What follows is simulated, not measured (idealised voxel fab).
process module | voxel transistor to metal
cross-section cut | 145 nm wide | cells 5 nm
A cross-section is a grid of square cells, given in bands from the top down. A band is one or more rows of cells.
Each band's line starts with the height of the band's top and of its bottom, in nm. Then come its materials from left to right, each with its width in nm. One material with "throughout" fills the band from edge to edge. "air" is empty space.
Height 0 is the level under which the wafer as received is all one material. The lowest band goes on downwards, as in "0 down".
A width such as "30 to 40" changes by the same amount from each row of cells to the next, from the band's top row to its bottom row.
"no change" after a step means that no cell of the cross-section changed.
closed voids: empty space of 8 cells or more with no open way to the top, each as width x height at its distance from the left edge, in nm
after a step's settings: what the simulator itself notes on the step
overlay nm, on a step with a mask: how far to the right of its planned place the mask lay; to the left if negative
plan
1 op RECEIVE | material Si
2 op OXIDIZE | depth nm 5
3 op CONFORMAL_DEP | material SiN | thk nm 10
4 op PATTERN | tone cover | mask id ACTIVE | material resist | width nm 85 | thk nm 15 | overlay nm 0
5 op DIRECTIONAL_ETCH | etch materials SiN | depth nm 10
6 op DIRECTIONAL_ETCH | etch materials SiO2 | depth nm 5
7 op DIRECTIONAL_ETCH | etch materials Si | depth nm 25
8 op STRIP | etch materials resist
9 op FILL_DEP | material SiO2 | thk nm 5
10 op CMP | height nm 10
11 op SELECTIVE_ETCH | etch materials SiO2 | depth nm 5
12 op STRIP | etch materials SiN
13 op SELECTIVE_ETCH | etch materials SiO2 | depth nm 5
14 op OXIDIZE | depth nm 5
15 op DIRECTIONAL_DEP | material polySi | thk nm 25
16 op DIRECTIONAL_DEP | material SiCN | thk nm 15
17 op MASKED_ETCH | tone cover | mask id GATE | width nm 15 | etch materials SiCN | depth nm 25 | overlay nm 0
18 op MASKED_ETCH | tone cover | mask id GATE | width nm 15 | etch materials polySi | depth nm 35 | overlay nm 0
19 op CONFORMAL_DEP | material SiO2 | thk nm 5
20 op DIRECTIONAL_ETCH | etch materials SiO2 | depth nm 5
21 op CONFORMAL_DEP | material SiN | thk nm 10
22 op DIRECTIONAL_ETCH | etch materials SiN | depth nm 10
23 op DIRECTIONAL_ETCH | etch materials SiO2 | depth nm 5
24 op DIRECTIONAL_ETCH | etch materials Si | depth nm 5
25 op EPI | material SiGe | thk nm 5
26 op FILL_DEP | material SiO2 | thk nm 10
27 op CMP | height nm 35
28 op DIRECTIONAL_DEP | material SiO2 | thk nm 15
29 op PATTERN | tone open | mask id CONTACT | material resist | width nm 25 | pitch nm 50 | thk nm 15 | overlay nm 0
30 op DIRECTIONAL_ETCH | etch materials SiO2 | depth nm 55
31 op STRIP | etch materials resist
32 op CONFORMAL_DEP | material TiN | thk nm 5
33 op FILL_DEP | material W | thk nm 5
34 op CMP | height nm 50
35 op DIRECTIONAL_DEP | material TiN | thk nm 5
36 op DIRECTIONAL_DEP | material W | thk nm 25
37 op MASKED_ETCH | tone cover | mask id METAL_1 | width nm 15 | pitch nm 60 | etch materials W | depth nm 25 | overlay nm 0
38 op MASKED_ETCH | tone cover | mask id METAL_1 | width nm 15 | pitch nm 60 | etch materials TiN | depth nm 5 | overlay nm 0
39 op CONFORMAL_DEP | material SiCN | thk nm 5
40 op FILL_DEP | material SiO2 | thk nm 10
41 op CMP | height nm 80
42 op CONFORMAL_DEP | material SiCN | thk nm 5
as received, after step 1
  0 down: Si throughout
  closed voids: none
first wafer at the end, as planned
  85 to 80: SiCN throughout
  80 to 55: SiO2 30 | SiCN 5 | W 15 | SiCN 5 | SiO2 35 | SiCN 5 | W 15 | SiCN 5 | SiO2 30
  55 to 50: SiCN 35 | TiN 15 | SiCN 45 | TiN 15 | SiCN 35
  50 to 40: SiO2 35 | TiN 5 | W 15 | TiN 5 | SiO2 25 | TiN 5 | W 15 | TiN 5 | SiO2 35
  40 to 35: SiO2 35 | TiN 5 | W 5 | TiN 15 | SiO2 25 | TiN 15 | W 5 | TiN 5 | SiO2 35
  35 to 20: SiO2 35 | TiN 5 | W 5 | TiN 5 | SiN 10 | SiO2 5 | SiCN 15 | SiO2 5 | SiN 10 | TiN 5 | W 5 | TiN 5 | SiO2 35
  20 to 5: SiO2 35 | TiN 5 | W 5 | TiN 5 | SiN 10 | SiO2 5 | polySi 15 | SiO2 5 | SiN 10 | TiN 5 | W 5 | TiN 5 | SiO2 35
  5 to 0: SiO2 35 | TiN 15 | SiN 10 | SiO2 5 | polySi 15 | SiO2 5 | SiN 10 | TiN 15 | SiO2 35
  0 to -5: SiO2 30 | SiN 10 | TiN 10 | SiN 10 | SiO2 5 | polySi 15 | SiO2 5 | SiN 10 | TiN 10 | SiN 10 | SiO2 30
  -5 to -10: SiO2 40 | SiGe 10 | SiO2 45 | SiGe 10 | SiO2 40
  -10 to -15: SiO2 30 | Si 10 | SiGe 10 | Si 45 | SiGe 10 | Si 10 | SiO2 30
  -15 to -30: SiO2 30 | Si 85 | SiO2 30
  -30 down: Si throughout
  closed voids: none
second wafer at the end: like start, like plan, one mistake
  85 to 80: SiCN throughout
  80 to 55: SiO2 30 | SiCN 5 | W 15 | SiCN 5 | SiO2 35 | SiCN 5 | W 15 | SiCN 5 | SiO2 30
  55 to 50: SiCN 35 | TiN 15 | SiCN 45 | TiN 15 | SiCN 35
  50 to 40: SiO2 35 | TiN 5 | W 15 | TiN 5 | SiO2 25 | TiN 5 | W 15 | TiN 5 | SiO2 35
  40 to 35: SiO2 35 | TiN 5 | W 10 | TiN 10 | SiO2 25 | TiN 10 | W 10 | TiN 5 | SiO2 35
  35 to 20: SiO2 35 | TiN 5 | W 10 | TiN 5 | SiN 10 | SiCN 15 | SiN 10 | TiN 5 | W 10 | TiN 5 | SiO2 35
  20 to 0: SiO2 35 | TiN 5 | W 10 | TiN 5 | SiN 10 | polySi 15 | SiN 10 | TiN 5 | W 10 | TiN 5 | SiO2 35
  0 to -5: SiO2 35 | TiN 20 | SiN 10 | polySi 15 | SiN 10 | TiN 20 | SiO2 35
  -5 to -10: SiO2 25 | SiN 10 | SiGe 5 | SiO2 10 | SiGe 5 | SiN 10 | SiO2 15 | SiN 10 | SiGe 5 | SiO2 10 | SiGe 5 | SiN 10 | SiO2 25
  -10 to -15: SiO2 30 | Si 5 | SiGe 20 | Si 35 | SiGe 20 | Si 5 | SiO2 30
  -15 to -30: SiO2 30 | Si 85 | SiO2 30
  -30 down: Si throughout
  closed voids: none
what went wrong: step 19 was left out
at the end the second wafer has, in cells: 4 fewer of Si | 4 more of SiGe | 4 more of SiN | 22 fewer of SiO2 | 18 more of W
